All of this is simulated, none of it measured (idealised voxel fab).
The following is a process module called voxel wiring stack.
Xsec cut, 240 nm wide, square cell size 5 nm.
In this document a cross-section is written as a grid of square cells. It is given as a series of bands, listed from the top down, and a band is one or more rows of cells.
Top height, bottom height, nm. Materials left to right, width each, nm. Single material + "throughout" = fills band edge to edge. "air" = empty.
Note: height 0 marks the level under which the wafer is uniformly one material as received. Lowest band unbounded below, written "0 -> down".
With a width like "30->40", each row of cells in the band differs from the next by the same amount, the top row carrying the first number and the bottom row the second.
"all unchanged" after a step means that no cell of the cross-section changed.
Closed empty spaces (no open way to the top) of 8 cells or more are what "Unvented voids" lists, each as width x height at distance from the left edge, nm for all three.
Text after the settings on a step's line: the simulator's own remark on that step.
A step line may carry the setting "overlay nm", which, for steps involving a mask, states the distance by which the mask lay to the right of its intended position; negative values denote displacement to the left.
Steps planned for the process:
1: op RECEIVE | material Si
2: op CONFORMAL_DEP | material SiO2 | thk nm 15
3: op DIRECTIONAL_DEP | material TiN | thk nm 5
4: op DIRECTIONAL_DEP | material W | thk nm 20
5: op DIRECTIONAL_DEP | material aC | thk nm 15
6: op PATTERN | tone cover | mask id METAL_1 | material resist | width nm 20 | pitch nm 40 | thk nm 35 | overlay nm 0
7: op DIRECTIONAL_ETCH | etch materials aC | depth nm 15
8: op STRIP | etch materials resist
9: op DIRECTIONAL_ETCH | etch materials W | depth nm 20
10: op DIRECTIONAL_ETCH | etch materials TiN | depth nm 5
11: op STRIP | etch materials aC
12: op CONFORMAL_DEP | material SiCN | thk nm 5
13: op FILL_DEP | material lowk | thk nm 5
14: op CMP | height nm 40
15: op CONFORMAL_DEP | material SiCN | thk nm 5
16: op DIRECTIONAL_DEP | material lowk | thk nm 20
17: op DIRECTIONAL_DEP | material aC | thk nm 15
18: op PATTERN | tone open | mask id PLUG_1 | material resist | width nm 15 | pitch nm 40 | thk nm 30 | overlay nm 0
19: op DIRECTIONAL_ETCH | etch materials aC | depth nm 15
20: op STRIP | etch materials resist
21: op DIRECTIONAL_ETCH | etch materials lowk | depth nm 20
22: op DIRECTIONAL_ETCH | etch materials SiCN | depth nm 5
23: op STRIP | etch materials aC
24: op EPI | material Ru | thk nm 10
25: op EPI | material Ru | thk nm 10
26: op EPI | material Ru | thk nm 5
27: op DIRECTIONAL_DEP | material TiN | thk nm 5
28: op DIRECTIONAL_DEP | material Ru | thk nm 15
29: op DIRECTIONAL_DEP | material aC | thk nm 10
30: op PATTERN | tone cover | mask id METAL_2 | material resist | width nm 20 | pitch nm 40 | thk nm 30 | overlay nm 0
31: op DIRECTIONAL_ETCH | etch materials aC | depth nm 10
32: op STRIP | etch materials resist
33: op DIRECTIONAL_ETCH | etch materials Ru | depth nm 15
34: op DIRECTIONAL_ETCH | etch materials TiN | depth nm 5
35: op STRIP | etch materials aC
36: op FILL_DEP | material SiO2 | thk nm 10
37: op CMP | height nm 85
38: op CONFORMAL_DEP | material SiN | thk nm 5
Cross-section: wafer on arrival = after step 1:
> 0 -> down: Si throughout
> Unvented voids: none
What the wafer looks like in cross-section after this module, when it starts as shown above and follows the plan above but one mistake is made in running it:
> 90 -> 85: SiN throughout
> 85 -> 70: 50 SiO2 / 20 Ru / 20 SiO2 / 20 Ru / 20 SiO2 / 20 Ru / 20 SiO2 / 20 Ru / 50 SiO2
> 70 -> 65: 50 SiO2 / 20 TiN / 20 SiO2 / 20 TiN / 20 SiO2 / 20 TiN / 20 SiO2 / 20 TiN / 50 SiO2
> 65 -> 45: 50 lowk / 15 Ru / 25 lowk / 15 Ru / 25 lowk / 15 Ru / 25 lowk / 15 Ru / 55 lowk
> 45 -> 40: 50 SiCN / 15 Ru / 25 SiCN / 15 Ru / 25 SiCN / 15 Ru / 25 SiCN / 15 Ru / 55 SiCN
> 40 -> 30: 45 lowk / 5 SiCN / 20 W / 5 SiCN / 10 lowk / 5 SiCN / 20 W / 5 SiCN / 10 lowk / 5 SiCN / 20 W / 5 SiCN / 10 lowk / 5 SiCN / 20 W / 5 SiCN / 45 lowk
> 30 -> 25: 50 SiCN / 20 TiN / 20 SiCN / 20 TiN / 20 SiCN / 20 TiN / 20 SiCN / 20 TiN / 50 SiCN
> 25 -> 15: TiN throughout
> 15 -> 0: SiO2 throughout
> 0 -> down: Si throughout
> Unvented voids: none
In executing the process, a mistake was made relative to the plan: step 3 off recipe, ran as op DIRECTIONAL_DEP | material TiN | thk nm 15
